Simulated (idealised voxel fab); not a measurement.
process module | voxel transistor to metal
cross-section cut | 145 nm wide | cells 5 nm
A cross-section is a grid of square cells, given in bands from the top down. A band is one or more rows of cells.
Each band's line starts with the height of the band's top and of its bottom, in nm. Then come its materials from left to right, each with its width in nm. One material with "throughout" fills the band from edge to edge. "air" is empty space.
Height 0 is the level under which the wafer as received is all one material. The lowest band goes on downwards, as in "0 down".
A width such as "30 to 40" changes by the same amount from each row of cells to the next, from the band's top row to its bottom row.
"no change" after a step means that no cell of the cross-section changed.
closed voids: empty space of 8 cells or more with no open way to the top, each as width x height at its distance from the left edge, in nm
after a step's settings: what the simulator itself notes on the step
overlay nm, on a step with a mask: how far to the right of its planned place the mask lay; to the left if negative
Each pair below shows a cross-section before one step and the cross-section after it, down to the lowest band that changed. The line under each pair gives the step between them, with its settings. The pairs can come from different runs of this module on the same starting wafer, so a pair continues from the pair above only where its "before" says so.
before
  25 to 10: air 40 | resist 85 | air 20
  10 to 0: air 40 | SiN 85 | air 20
  0 to -5: SiO2 throughout
  -5 down: Si throughout
  closed voids: none
after
  25 to 10: air 40 | resist 85 | air 20
  10 to 0: air 40 | SiN 85 | air 20
  0 to -5: air 40 | SiO2 85 | air 20
  below -5: unchanged
  closed voids: none
the step between: op DIRECTIONAL_ETCH | etch materials SiO2 | depth nm 5
before: the cross-section after the pair above
after
  25 to 10: air 40 | resist 85 | air 20
  10 to 0: air 40 | SiN 85 | air 20
  0 to -5: air 40 | SiO2 85 | air 20
  -5 to -30: air 40 | Si 85 | air 20
  below -30: unchanged
  closed voids: none
the step between: op DIRECTIONAL_ETCH | etch materials Si | depth nm 25
before: the cross-section after the pair above
after
  10 to 0: air 40 | SiN 85 | air 20
  below 0: unchanged
  closed voids: none
the step between: op STRIP | etch materials resist
before: the cross-section after the pair above
after
  15 to 10: SiO2 throughout
  10 to 0: SiO2 40 | SiN 85 | SiO2 20
  0 to -5: SiO2 throughout
  -5 to -30: SiO2 40 | Si 85 | SiO2 20
  below -30: unchanged
  closed voids: none
the step between: op FILL_DEP | material SiO2 | thk nm 5
before: the cross-section after the pair above
after
  10 to 0: SiO2 40 | SiN 85 | SiO2 20
  below 0: unchanged
  closed voids: none
the step between: op CMP | height nm 10
before: the cross-section after the pair above
after
  10 to 5: air 40 | SiN 85 | air 20
  below 5: unchanged
  closed voids: none
the step between: op SELECTIVE_ETCH | etch materials SiO2 | depth nm 5
before: the cross-section after the pair above
after
  5 to 0: SiO2 40 | air 85 | SiO2 20
  below 0: unchanged
  closed voids: none
the step between: op STRIP | etch materials SiN
before: the cross-section after the pair above
after
  0 to -5: SiO2 35 | air 95 | SiO2 15
  below -5: unchanged
  closed voids: none
the step between: op SELECTIVE_ETCH | etch materials SiO2 | depth nm 5
before: the cross-section after the pair above
after
  0 to -5: SiO2 35 | air 95 | SiO2 15
  -5 to -10: SiO2 throughout
  below -10: unchanged
  closed voids: none
the step between: op OXIDIZE | depth nm 5
before: the cross-section after the pair above
after
  25 to 20: polySi 35 | air 95 | polySi 15
  20 to 0: polySi throughout
  0 to -5: SiO2 35 | polySi 95 | SiO2 15
  below -5: unchanged
  closed voids: none
the step between: op DIRECTIONAL_DEP | material polySi | thk nm 25
before: the cross-section after the pair above
after
  40 to 35: SiCN 35 | air 95 | SiCN 15
  35 to 25: SiCN throughout
  25 to 20: polySi 35 | SiCN 95 | polySi 15
  below 20: unchanged
  closed voids: none
the step between: op DIRECTIONAL_DEP | material SiCN | thk nm 15
before: the cross-section after the pair above
after
  35 to 25: air 65 | SiCN 15 | air 65
  25 to 20: polySi 35 | air 30 | SiCN 15 | air 50 | polySi 15
  below 20: unchanged
  closed voids: none
the step between: op MASKED_ETCH | tone cover | mask id GATE | width nm 15 | etch materials SiCN | depth nm 25 | overlay nm 0
before: the cross-section after the pair above
after
  35 to 20: air 65 | SiCN 15 | air 65
  20 to 0: air 65 | polySi 15 | air 65
  0 to -5: SiO2 35 | air 30 | polySi 15 | air 50 | SiO2 15
  below -5: unchanged
  closed voids: none
the step between: op MASKED_ETCH | tone cover | mask id GATE | width nm 15 | etch materials polySi | depth nm 35 | overlay nm 0
before: the cross-section after the pair above
after
  40 to 35: air 60 | SiO2 25 | air 60
  35 to 20: air 60 | SiO2 5 | SiCN 15 | SiO2 5 | air 60
  20 to 5: air 60 | SiO2 5 | polySi 15 | SiO2 5 | air 60
  5 to 0: SiO2 40 | air 20 | SiO2 5 | polySi 15 | SiO2 5 | air 40 | SiO2 20
  0 to -5: SiO2 65 | polySi 15 | SiO2 65
  below -5: unchanged
  closed voids: none
the step between: op CONFORMAL_DEP | material SiO2 | thk nm 5
before: the cross-section after the pair above
after
  35 to 20: air 60 | SiO2 5 | SiCN 15 | SiO2 5 | air 60
  20 to 0: air 60 | SiO2 5 | polySi 15 | SiO2 5 | air 60
  0 to -5: SiO2 40 | air 20 | SiO2 5 | polySi 15 | SiO2 5 | air 40 | SiO2 20
  below -5: unchanged
  closed voids: none
the step between: op DIRECTIONAL_ETCH | etch materials SiO2 | depth nm 5
before: the cross-section after the pair above
after
  45 to 35: air 50 | SiN 45 | air 50
  35 to 20: air 50 | SiN 10 | SiO2 5 | SiCN 15 | SiO2 5 | SiN 10 | air 50
  20 to 10: air 50 | SiN 10 | SiO2 5 | polySi 15 | SiO2 5 | SiN 10 | air 50
  10 to 5: SiN 60 | SiO2 5 | polySi 15 | SiO2 5 | SiN 10 | air 20 | SiN 30
  5 to 0: SiN 60 | SiO2 5 | polySi 15 | SiO2 5 | SiN 60
  0 to -5: SiO2 40 | SiN 20 | SiO2 5 | polySi 15 | SiO2 5 | SiN 40 | SiO2 20
  below -5: unchanged
  closed voids: none
the step between: op CONFORMAL_DEP | material SiN | thk nm 10
before: the cross-section after the pair above
after
  35 to 20: air 50 | SiN 10 | SiO2 5 | SiCN 15 | SiO2 5 | SiN 10 | air 50
  20 to 0: air 50 | SiN 10 | SiO2 5 | polySi 15 | SiO2 5 | SiN 10 | air 50
  0 to -5: SiO2 40 | SiN 20 | SiO2 5 | polySi 15 | SiO2 5 | SiN 10 | air 20 | SiN 10 | SiO2 20
  below -5: unchanged
  closed voids: none
the step between: op DIRECTIONAL_ETCH | etch materials SiN | depth nm 10
before: the cross-section after the pair above
after
  35 to 30: air 50 | SiN 10 | air 5 | SiCN 15 | air 5 | SiN 10 | air 50
  30 to 20: air 50 | SiN 10 | SiO2 5 | SiCN 15 | SiO2 5 | SiN 10 | air 50
  20 to 0: air 50 | SiN 10 | SiO2 5 | polySi 15 | SiO2 5 | SiN 10 | air 50
  0 to -5: air 40 | SiN 20 | SiO2 5 | polySi 15 | SiO2 5 | SiN 10 | air 20 | SiN 10 | air 20
  -5 to -10: SiO2 95 | air 20 | SiO2 30
  below -10: unchanged
  closed voids: none
the step between: op DIRECTIONAL_ETCH | etch materials SiO2 | depth nm 5
before: the cross-section after the pair above
after
  35 to 30: air 50 | SiN 10 | air 5 | SiCN 15 | air 5 | SiN 10 | air 50
  30 to 20: air 50 | SiN 10 | SiO2 5 | SiCN 15 | SiO2 5 | SiN 10 | air 50
  20 to 0: air 50 | SiN 10 | SiO2 5 | polySi 15 | SiO2 5 | SiN 10 | air 50
  0 to -5: air 40 | SiN 20 | SiO2 5 | polySi 15 | SiO2 5 | SiN 10 | air 20 | SiN 10 | air 20
  -5 to -10: SiO2 95 | air 20 | SiO2 30
  -10 to -15: SiO2 40 | Si 55 | air 20 | Si 10 | SiO2 20
  below -15: unchanged
  closed voids: none
the step between: op DIRECTIONAL_ETCH | etch materials Si | depth nm 5
before: the cross-section after the pair above
after
  35 to 30: air 50 | SiN 10 | air 5 | SiCN 15 | air 5 | SiN 10 | air 50
  30 to 20: air 50 | SiN 10 | SiO2 5 | SiCN 15 | SiO2 5 | SiN 10 | air 50
  20 to 0: air 50 | SiN 10 | SiO2 5 | polySi 15 | SiO2 5 | SiN 10 | air 50
  0 to -5: air 40 | SiN 20 | SiO2 5 | polySi 15 | SiO2 5 | SiN 10 | air 20 | SiN 10 | air 20
  -5 to -10: SiO2 95 | SiGe 5 | air 10 | SiGe 5 | SiO2 30
  -10 to -15: SiO2 40 | Si 55 | SiGe 20 | Si 10 | SiO2 20
  below -15: unchanged
  closed voids: none
the step between: op EPI | material SiGe | thk nm 5
before: the cross-section after the pair above
after
  45 to 35: SiO2 throughout
  35 to 20: SiO2 50 | SiN 10 | SiO2 5 | SiCN 15 | SiO2 5 | SiN 10 | SiO2 50
  20 to 0: SiO2 50 | SiN 10 | SiO2 5 | polySi 15 | SiO2 5 | SiN 10 | SiO2 50
  0 to -5: SiO2 40 | SiN 20 | SiO2 5 | polySi 15 | SiO2 5 | SiN 10 | SiO2 20 | SiN 10 | SiO2 20
  -5 to -10: SiO2 95 | SiGe 5 | SiO2 10 | SiGe 5 | SiO2 30
  below -10: unchanged
  closed voids: none
the step between: op FILL_DEP | material SiO2 | thk nm 10
before: the cross-section after the pair above
after
  35 to 20: SiO2 50 | SiN 10 | SiO2 5 | SiCN 15 | SiO2 5 | SiN 10 | SiO2 50
  below 20: unchanged
  closed voids: none
the step between: op CMP | height nm 35
before: the cross-section after the pair above
after
  50 to 35: SiO2 throughout
  below 35: unchanged
  closed voids: none
the step between: op DIRECTIONAL_DEP | material SiO2 | thk nm 15
before: the cross-section after the pair above
after
  65 to 50: resist 35 | air 25 | resist 25 | air 25 | resist 35
  below 50: unchanged
  closed voids: none
the step between: op PATTERN | tone open | mask id CONTACT | material resist | width nm 25 | pitch nm 50 | thk nm 15 | overlay nm 0
before: the cross-section after the pair above
after
  65 to 50: resist 35 | air 25 | resist 25 | air 25 | resist 35
  50 to 35: SiO2 35 | air 25 | SiO2 25 | air 25 | SiO2 35
  35 to 20: SiO2 35 | air 15 | SiN 10 | SiO2 5 | SiCN 15 | SiO2 5 | SiN 10 | air 15 | SiO2 35
  20 to 0: SiO2 35 | air 15 | SiN 10 | SiO2 5 | polySi 15 | SiO2 5 | SiN 10 | air 15 | SiO2 35
  0 to -5: SiO2 35 | air 5 | SiN 20 | SiO2 5 | polySi 15 | SiO2 5 | SiN 10 | air 15 | SiO2 5 | SiN 10 | SiO2 20
  below -5: unchanged
  closed voids: none
the step between: op DIRECTIONAL_ETCH | etch materials SiO2 | depth nm 55
before: the cross-section after the pair above
after
  50 to 35: SiO2 35 | air 25 | SiO2 25 | air 25 | SiO2 35
  below 35: unchanged
  closed voids: none
the step between: op STRIP | etch materials resist
before: the cross-section after the pair above
after
  55 to 50: TiN 40 | air 15 | TiN 35 | air 15 | TiN 40
  50 to 40: SiO2 35 | TiN 5 | air 15 | TiN 5 | SiO2 25 | TiN 5 | air 15 | TiN 5 | SiO2 35
  40 to 35: SiO2 35 | TiN 5 | air 5 | TiN 15 | SiO2 25 | TiN 15 | air 5 | TiN 5 | SiO2 35
  35 to 20: SiO2 35 | TiN 5 | air 5 | TiN 5 | SiN 10 | SiO2 5 | SiCN 15 | SiO2 5 | SiN 10 | TiN 5 | air 5 | TiN 5 | SiO2 35
  20 to 5: SiO2 35 | TiN 5 | air 5 | TiN 5 | SiN 10 | SiO2 5 | polySi 15 | SiO2 5 | SiN 10 | TiN 5 | air 5 | TiN 5 | SiO2 35
  5 to 0: SiO2 35 | TiN 15 | SiN 10 | SiO2 5 | polySi 15 | SiO2 5 | SiN 10 | TiN 5 | air 5 | TiN 5 | SiO2 35
  0 to -5: SiO2 35 | TiN 5 | SiN 20 | SiO2 5 | polySi 15 | SiO2 5 | SiN 10 | TiN 15 | SiO2 5 | SiN 10 | SiO2 20
  below -5: unchanged
  closed voids: none
the step between: op CONFORMAL_DEP | material TiN | thk nm 5
before: the cross-section after the pair above
after
  60 to 55: W throughout
  55 to 50: TiN 40 | W 15 | TiN 35 | W 15 | TiN 40
  50 to 40: SiO2 35 | TiN 5 | W 15 | TiN 5 | SiO2 25 | TiN 5 | W 15 | TiN 5 | SiO2 35
  40 to 35: SiO2 35 | TiN 5 | W 5 | TiN 15 | SiO2 25 | TiN 15 | W 5 | TiN 5 | SiO2 35
  35 to 20: SiO2 35 | TiN 5 | W 5 | TiN 5 | SiN 10 | SiO2 5 | SiCN 15 | SiO2 5 | SiN 10 | TiN 5 | W 5 | TiN 5 | SiO2 35
  20 to 5: SiO2 35 | TiN 5 | W 5 | TiN 5 | SiN 10 | SiO2 5 | polySi 15 | SiO2 5 | SiN 10 | TiN 5 | W 5 | TiN 5 | SiO2 35
  5 to 0: SiO2 35 | TiN 15 | SiN 10 | SiO2 5 | polySi 15 | SiO2 5 | SiN 10 | TiN 5 | W 5 | TiN 5 | SiO2 35
  below 0: unchanged
  closed voids: none
the step between: op FILL_DEP | material W | thk nm 5
before: the cross-section after the pair above
after
  50 to 40: SiO2 35 | TiN 5 | W 15 | TiN 5 | SiO2 25 | TiN 5 | W 15 | TiN 5 | SiO2 35
  below 40: unchanged
  closed voids: none
the step between: op CMP | height nm 50
before: the cross-section after the pair above
after
  55 to 50: TiN throughout
  below 50: unchanged
  closed voids: none
the step between: op DIRECTIONAL_DEP | material TiN | thk nm 5
before: the cross-section after the pair above
after
  80 to 55: W throughout
  below 55: unchanged
  closed voids: none
the step between: op DIRECTIONAL_DEP | material W | thk nm 25
before: the cross-section after the pair above
after
  80 to 55: air 35 | W 15 | air 45 | W 15 | air 35
  below 55: unchanged
  closed voids: none
the step between: op MASKED_ETCH | tone cover | mask id METAL_1 | width nm 15 | pitch nm 60 | etch materials W | depth nm 25 | overlay nm 0
before: the cross-section after the pair above
after
  80 to 55: air 35 | W 15 | air 45 | W 15 | air 35
  55 to 50: air 35 | TiN 15 | air 45 | TiN 15 | air 35
  below 50: unchanged
  closed voids: none
the step between: op MASKED_ETCH | tone cover | mask id METAL_1 | width nm 15 | pitch nm 60 | etch materials TiN | depth nm 5 | overlay nm 0
before: the cross-section after the pair above
after
  85 to 80: air 30 | SiCN 25 | air 35 | SiCN 25 | air 30
  80 to 55: air 30 | SiCN 5 | W 15 | SiCN 5 | air 35 | SiCN 5 | W 15 | SiCN 5 | air 30
  55 to 50: SiCN 35 | TiN 15 | SiCN 45 | TiN 15 | SiCN 35
  below 50: unchanged
  closed voids: none
the step between: op CONFORMAL_DEP | material SiCN | thk nm 5
before: the cross-section after the pair above
after
  95 to 85: SiO2 throughout
  85 to 80: SiO2 30 | SiCN 25 | SiO2 35 | SiCN 25 | SiO2 30
  80 to 55: SiO2 30 | SiCN 5 | W 15 | SiCN 5 | SiO2 35 | SiCN 5 | W 15 | SiCN 5 | SiO2 30
  below 55: unchanged
  closed voids: none
the step between: op FILL_DEP | material SiO2 | thk nm 10
before: the cross-section after the pair above
after
  80 to 55: SiO2 30 | SiCN 5 | W 15 | SiCN 5 | SiO2 35 | SiCN 5 | W 15 | SiCN 5 | SiO2 30
  below 55: unchanged
  closed voids: none
the step between: op CMP | height nm 80
before: the cross-section after the pair above
after
  85 to 80: SiCN throughout
  below 80: unchanged
  closed voids: none
the step between: op CONFORMAL_DEP | material SiCN | thk nm 5
before
  35 to 20: air 65 | SiCN 15 | air 65
  20 to 0: air 65 | polySi 15 | air 65
  0 to -5: SiO2 25 | air 40 | polySi 15 | air 40 | SiO2 25
  -5 to -10: SiO2 throughout
  -10 to -30: SiO2 30 | Si 85 | SiO2 30
  -30 down: Si throughout
  closed voids: none
after
  40 to 20: air 60 | SiCN 25 | air 60
  20 to 5: air 60 | SiCN 5 | polySi 15 | SiCN 5 | air 60
  5 to 0: SiCN 30 | air 30 | SiCN 5 | polySi 15 | SiCN 5 | air 30 | SiCN 30
  0 to -5: SiO2 25 | SiCN 40 | polySi 15 | SiCN 40 | SiO2 25
  below -5: unchanged
  closed voids: none
the step between: op CONFORMAL_DEP | material SiCN | thk nm 5
before: the cross-section after the pair above
after
  50 to 40: air 50 | SiN 45 | air 50
  40 to 20: air 50 | SiN 10 | SiCN 25 | SiN 10 | air 50
  20 to 15: air 50 | SiN 10 | SiCN 5 | polySi 15 | SiCN 5 | SiN 10 | air 50
  15 to 10: SiN 40 | air 10 | SiN 10 | SiCN 5 | polySi 15 | SiCN 5 | SiN 10 | air 10 | SiN 40
  10 to 5: SiN 60 | SiCN 5 | polySi 15 | SiCN 5 | SiN 60
  5 to 0: SiCN 30 | SiN 30 | SiCN 5 | polySi 15 | SiCN 5 | SiN 30 | SiCN 30
  below 0: unchanged
  closed voids: none
the step between: op CONFORMAL_DEP | material SiN | thk nm 10
before: the cross-section after the pair above
after
  40 to 20: air 50 | SiN 10 | SiCN 25 | SiN 10 | air 50
  20 to 5: air 50 | SiN 10 | SiCN 5 | polySi 15 | SiCN 5 | SiN 10 | air 50
  5 to 0: SiCN 30 | SiN 10 | air 10 | SiN 10 | SiCN 5 | polySi 15 | SiCN 5 | SiN 10 | air 10 | SiN 10 | SiCN 30
  below 0: unchanged
  closed voids: none
the step between: op DIRECTIONAL_ETCH | etch materials SiN | depth nm 10
before: the cross-section after the pair above
after
  50 to 40: SiO2 throughout
  40 to 20: SiO2 50 | SiN 10 | SiCN 25 | SiN 10 | SiO2 50
  20 to 5: SiO2 50 | SiN 10 | SiCN 5 | polySi 15 | SiCN 5 | SiN 10 | SiO2 50
  5 to 0: SiCN 30 | SiN 10 | SiO2 10 | SiN 10 | SiCN 5 | polySi 15 | SiCN 5 | SiN 10 | SiO2 10 | SiN 10 | SiCN 30
  below 0: unchanged
  closed voids: none
the step between: op FILL_DEP | material SiO2 | thk nm 10
before: the cross-section after the pair above
after
  35 to 20: SiO2 50 | SiN 10 | SiCN 25 | SiN 10 | SiO2 50
  below 20: unchanged
  closed voids: none
the step between: op CMP | height nm 35
before: the cross-section after the pair above
after
  50 to 35: SiO2 throughout
  below 35: unchanged
  closed voids: none
the step between: op DIRECTIONAL_DEP | material SiO2 | thk nm 15
before: the cross-section after the pair above
after
  65 to 50: resist 35 | air 25 | resist 25 | air 25 | resist 35
  below 50: unchanged
  closed voids: none
the step between: op PATTERN | tone open | mask id CONTACT | material resist | width nm 25 | pitch nm 50 | thk nm 15 | overlay nm 0
before: the cross-section after the pair above
after
  65 to 50: resist 35 | air 25 | resist 25 | air 25 | resist 35
  50 to 35: SiO2 35 | air 25 | SiO2 25 | air 25 | SiO2 35
  35 to 20: SiO2 35 | air 15 | SiN 10 | SiCN 25 | SiN 10 | air 15 | SiO2 35
  20 to 5: SiO2 35 | air 15 | SiN 10 | SiCN 5 | polySi 15 | SiCN 5 | SiN 10 | air 15 | SiO2 35
  5 to 0: SiCN 30 | SiN 10 | air 10 | SiN 10 | SiCN 5 | polySi 15 | SiCN 5 | SiN 10 | air 10 | SiN 10 | SiCN 30
  below 0: unchanged
  closed voids: none
the step between: op DIRECTIONAL_ETCH | etch materials SiO2 | depth nm 55
before: the cross-section after the pair above
after
  50 to 35: SiO2 35 | air 25 | SiO2 25 | air 25 | SiO2 35
  below 35: unchanged
  closed voids: none
the step between: op STRIP | etch materials resist
before: the cross-section after the pair above
after
  55 to 50: TiN 40 | air 15 | TiN 35 | air 15 | TiN 40
  50 to 40: SiO2 35 | TiN 5 | air 15 | TiN 5 | SiO2 25 | TiN 5 | air 15 | TiN 5 | SiO2 35
  40 to 35: SiO2 35 | TiN 5 | air 5 | TiN 15 | SiO2 25 | TiN 15 | air 5 | TiN 5 | SiO2 35
  35 to 20: SiO2 35 | TiN 5 | air 5 | TiN 5 | SiN 10 | SiCN 25 | SiN 10 | TiN 5 | air 5 | TiN 5 | SiO2 35
  20 to 10: SiO2 35 | TiN 5 | air 5 | TiN 5 | SiN 10 | SiCN 5 | polySi 15 | SiCN 5 | SiN 10 | TiN 5 | air 5 | TiN 5 | SiO2 35
  10 to 5: SiO2 35 | TiN 15 | SiN 10 | SiCN 5 | polySi 15 | SiCN 5 | SiN 10 | TiN 15 | SiO2 35
  5 to 0: SiCN 30 | SiN 10 | TiN 10 | SiN 10 | SiCN 5 | polySi 15 | SiCN 5 | SiN 10 | TiN 10 | SiN 10 | SiCN 30
  below 0: unchanged
  closed voids: none
the step between: op CONFORMAL_DEP | material TiN | thk nm 5
before: the cross-section after the pair above
after
  60 to 55: W throughout
  55 to 50: TiN 40 | W 15 | TiN 35 | W 15 | TiN 40
  50 to 40: SiO2 35 | TiN 5 | W 15 | TiN 5 | SiO2 25 | TiN 5 | W 15 | TiN 5 | SiO2 35
  40 to 35: SiO2 35 | TiN 5 | W 5 | TiN 15 | SiO2 25 | TiN 15 | W 5 | TiN 5 | SiO2 35
  35 to 20: SiO2 35 | TiN 5 | W 5 | TiN 5 | SiN 10 | SiCN 25 | SiN 10 | TiN 5 | W 5 | TiN 5 | SiO2 35
  20 to 10: SiO2 35 | TiN 5 | W 5 | TiN 5 | SiN 10 | SiCN 5 | polySi 15 | SiCN 5 | SiN 10 | TiN 5 | W 5 | TiN 5 | SiO2 35
  below 10: unchanged
  closed voids: none
the step between: op FILL_DEP | material W | thk nm 5
before: the cross-section after the pair above
after
  50 to 40: SiO2 35 | TiN 5 | W 15 | TiN 5 | SiO2 25 | TiN 5 | W 15 | TiN 5 | SiO2 35
  below 40: unchanged
  closed voids: none
the step between: op CMP | height nm 50
before: the cross-section after the pair above
after
  55 to 50: TiN throughout
  below 50: unchanged
  closed voids: none
the step between: op DIRECTIONAL_DEP | material TiN | thk nm 5
before: the cross-section after the pair above
after
  80 to 55: W throughout
  below 55: unchanged
  closed voids: none
the step between: op DIRECTIONAL_DEP | material W | thk nm 25
before: the cross-section after the pair above
after
  80 to 55: air 35 | W 15 | air 45 | W 15 | air 35
  below 55: unchanged
  closed voids: none
the step between: op MASKED_ETCH | tone cover | mask id METAL_1 | width nm 15 | pitch nm 60 | etch materials W | depth nm 25 | overlay nm 0
before: the cross-section after the pair above
after
  80 to 55: air 35 | W 15 | air 45 | W 15 | air 35
  55 to 50: air 35 | TiN 15 | air 45 | TiN 15 | air 35
  below 50: unchanged
  closed voids: none
the step between: op MASKED_ETCH | tone cover | mask id METAL_1 | width nm 15 | pitch nm 60 | etch materials TiN | depth nm 5 | overlay nm 0
before: the cross-section after the pair above
after
  85 to 80: air 30 | SiCN 25 | air 35 | SiCN 25 | air 30
  80 to 55: air 30 | SiCN 5 | W 15 | SiCN 5 | air 35 | SiCN 5 | W 15 | SiCN 5 | air 30
  55 to 50: SiCN 35 | TiN 15 | SiCN 45 | TiN 15 | SiCN 35
  below 50: unchanged
  closed voids: none
the step between: op CONFORMAL_DEP | material SiCN | thk nm 5
before: the cross-section after the pair above
after
  95 to 85: SiO2 throughout
  85 to 80: SiO2 30 | SiCN 25 | SiO2 35 | SiCN 25 | SiO2 30
  80 to 55: SiO2 30 | SiCN 5 | W 15 | SiCN 5 | SiO2 35 | SiCN 5 | W 15 | SiCN 5 | SiO2 30
  below 55: unchanged
  closed voids: none
the step between: op FILL_DEP | material SiO2 | thk nm 10
before: the cross-section after the pair above
after
  80 to 55: SiO2 30 | SiCN 5 | W 15 | SiCN 5 | SiO2 35 | SiCN 5 | W 15 | SiCN 5 | SiO2 30
  below 55: unchanged
  closed voids: none
the step between: op CMP | height nm 80
before: the cross-section after the pair above
after
  85 to 80: SiCN throughout
  below 80: unchanged
  closed voids: none
the step between: op CONFORMAL_DEP | material SiCN | thk nm 5
before
  50 to 35: SiO2 throughout
  35 to 20: SiO2 50 | SiN 10 | SiO2 5 | SiCN 15 | SiO2 5 | SiN 10 | SiO2 50
  20 to 0: SiO2 50 | SiN 10 | SiO2 5 | polySi 15 | SiO2 5 | SiN 10 | SiO2 50
  0 to -5: SiO2 30 | SiN 10 | SiO2 10 | SiN 10 | SiO2 5 | polySi 15 | SiO2 5 | SiN 10 | SiO2 10 | SiN 10 | SiO2 30
  -5 to -10: SiO2 40 | SiGe 10 | SiO2 45 | SiGe 10 | SiO2 40
  -10 to -15: SiO2 30 | Si 10 | SiGe 10 | Si 45 | SiGe 10 | Si 10 | SiO2 30
  -15 to -30: SiO2 30 | Si 85 | SiO2 30
  -30 down: Si throughout
  closed voids: none
after
  65 to 50: air 35 | resist 25 | air 25 | resist 25 | air 35
  below 50: unchanged
  closed voids: none
the step between: op PATTERN | tone cover | mask id CONTACT | material resist | width nm 25 | pitch nm 50 | thk nm 15 | overlay nm 0
before: the cross-section after the pair above
after
  65 to 50: air 35 | resist 25 | air 25 | resist 25 | air 35
  50 to 35: air 35 | SiO2 25 | air 25 | SiO2 25 | air 35
  35 to 20: air 35 | SiO2 15 | SiN 10 | air 5 | SiCN 15 | air 5 | SiN 10 | SiO2 15 | air 35
  20 to 0: air 35 | SiO2 15 | SiN 10 | air 5 | polySi 15 | air 5 | SiN 10 | SiO2 15 | air 35
  0 to -5: air 30 | SiN 10 | SiO2 10 | SiN 10 | air 5 | polySi 15 | air 5 | SiN 10 | SiO2 10 | SiN 10 | air 30
  below -5: unchanged
  closed voids: none
the step between: op DIRECTIONAL_ETCH | etch materials SiO2 | depth nm 55
before: the cross-section after the pair above
after
  50 to 35: air 35 | SiO2 25 | air 25 | SiO2 25 | air 35
  below 35: unchanged
  closed voids: none
the step between: op STRIP | etch materials resist
before: the cross-section after the pair above
after
  55 to 50: air 30 | TiN 35 | air 15 | TiN 35 | air 30
  50 to 40: air 30 | TiN 5 | SiO2 25 | TiN 5 | air 15 | TiN 5 | SiO2 25 | TiN 5 | air 30
  40 to 35: air 30 | TiN 5 | SiO2 25 | TiN 25 | SiO2 25 | TiN 5 | air 30
  35 to 20: air 30 | TiN 5 | SiO2 15 | SiN 10 | TiN 5 | SiCN 15 | TiN 5 | SiN 10 | SiO2 15 | TiN 5 | air 30
  20 to 5: air 30 | TiN 5 | SiO2 15 | SiN 10 | TiN 5 | polySi 15 | TiN 5 | SiN 10 | SiO2 15 | TiN 5 | air 30
  5 to 0: air 25 | TiN 10 | SiO2 15 | SiN 10 | TiN 5 | polySi 15 | TiN 5 | SiN 10 | SiO2 15 | TiN 10 | air 25
  0 to -5: TiN 30 | SiN 10 | SiO2 10 | SiN 10 | TiN 5 | polySi 15 | TiN 5 | SiN 10 | SiO2 10 | SiN 10 | TiN 30
  below -5: unchanged
  closed voids: none
the step between: op CONFORMAL_DEP | material TiN | thk nm 5
before: the cross-section after the pair above
after
  60 to 55: W throughout
  55 to 50: W 30 | TiN 35 | W 15 | TiN 35 | W 30
  50 to 40: W 30 | TiN 5 | SiO2 25 | TiN 5 | W 15 | TiN 5 | SiO2 25 | TiN 5 | W 30
  40 to 35: W 30 | TiN 5 | SiO2 25 | TiN 25 | SiO2 25 | TiN 5 | W 30
  35 to 20: W 30 | TiN 5 | SiO2 15 | SiN 10 | TiN 5 | SiCN 15 | TiN 5 | SiN 10 | SiO2 15 | TiN 5 | W 30
  20 to 5: W 30 | TiN 5 | SiO2 15 | SiN 10 | TiN 5 | polySi 15 | TiN 5 | SiN 10 | SiO2 15 | TiN 5 | W 30
  5 to 0: W 25 | TiN 10 | SiO2 15 | SiN 10 | TiN 5 | polySi 15 | TiN 5 | SiN 10 | SiO2 15 | TiN 10 | W 25
  below 0: unchanged
  closed voids: none
the step between: op FILL_DEP | material W | thk nm 5
before: the cross-section after the pair above
after
  50 to 40: W 30 | TiN 5 | SiO2 25 | TiN 5 | W 15 | TiN 5 | SiO2 25 | TiN 5 | W 30
  below 40: unchanged
  closed voids: none
the step between: op CMP | height nm 50
before: the cross-section after the pair above
after
  55 to 50: TiN throughout
  below 50: unchanged
  closed voids: none
the step between: op DIRECTIONAL_DEP | material TiN | thk nm 5
before: the cross-section after the pair above
after
  80 to 55: W throughout
  below 55: unchanged
  closed voids: none
the step between: op DIRECTIONAL_DEP | material W | thk nm 25
before: the cross-section after the pair above
after
  80 to 55: air 35 | W 15 | air 45 | W 15 | air 35
  below 55: unchanged
  closed voids: none
the step between: op MASKED_ETCH | tone cover | mask id METAL_1 | width nm 15 | pitch nm 60 | etch materials W | depth nm 25 | overlay nm 0
before: the cross-section after the pair above
after
  80 to 55: air 35 | W 15 | air 45 | W 15 | air 35
  55 to 50: air 35 | TiN 15 | air 45 | TiN 15 | air 35
  below 50: unchanged
  closed voids: none
the step between: op MASKED_ETCH | tone cover | mask id METAL_1 | width nm 15 | pitch nm 60 | etch materials TiN | depth nm 5 | overlay nm 0
before: the cross-section after the pair above
after
  85 to 80: air 30 | SiCN 25 | air 35 | SiCN 25 | air 30
  80 to 55: air 30 | SiCN 5 | W 15 | SiCN 5 | air 35 | SiCN 5 | W 15 | SiCN 5 | air 30
  55 to 50: SiCN 35 | TiN 15 | SiCN 45 | TiN 15 | SiCN 35
  below 50: unchanged
  closed voids: none
the step between: op CONFORMAL_DEP | material SiCN | thk nm 5
before: the cross-section after the pair above
after
  95 to 85: SiO2 throughout
  85 to 80: SiO2 30 | SiCN 25 | SiO2 35 | SiCN 25 | SiO2 30
  80 to 55: SiO2 30 | SiCN 5 | W 15 | SiCN 5 | SiO2 35 | SiCN 5 | W 15 | SiCN 5 | SiO2 30
  below 55: unchanged
  closed voids: none
the step between: op FILL_DEP | material SiO2 | thk nm 10
before: the cross-section after the pair above
after
  80 to 55: SiO2 30 | SiCN 5 | W 15 | SiCN 5 | SiO2 35 | SiCN 5 | W 15 | SiCN 5 | SiO2 30
  below 55: unchanged
  closed voids: none
the step between: op CMP | height nm 80
before: the cross-section after the pair above
after
  85 to 80: SiCN throughout
  below 80: unchanged
  closed voids: none
the step between: op CONFORMAL_DEP | material SiCN | thk nm 5
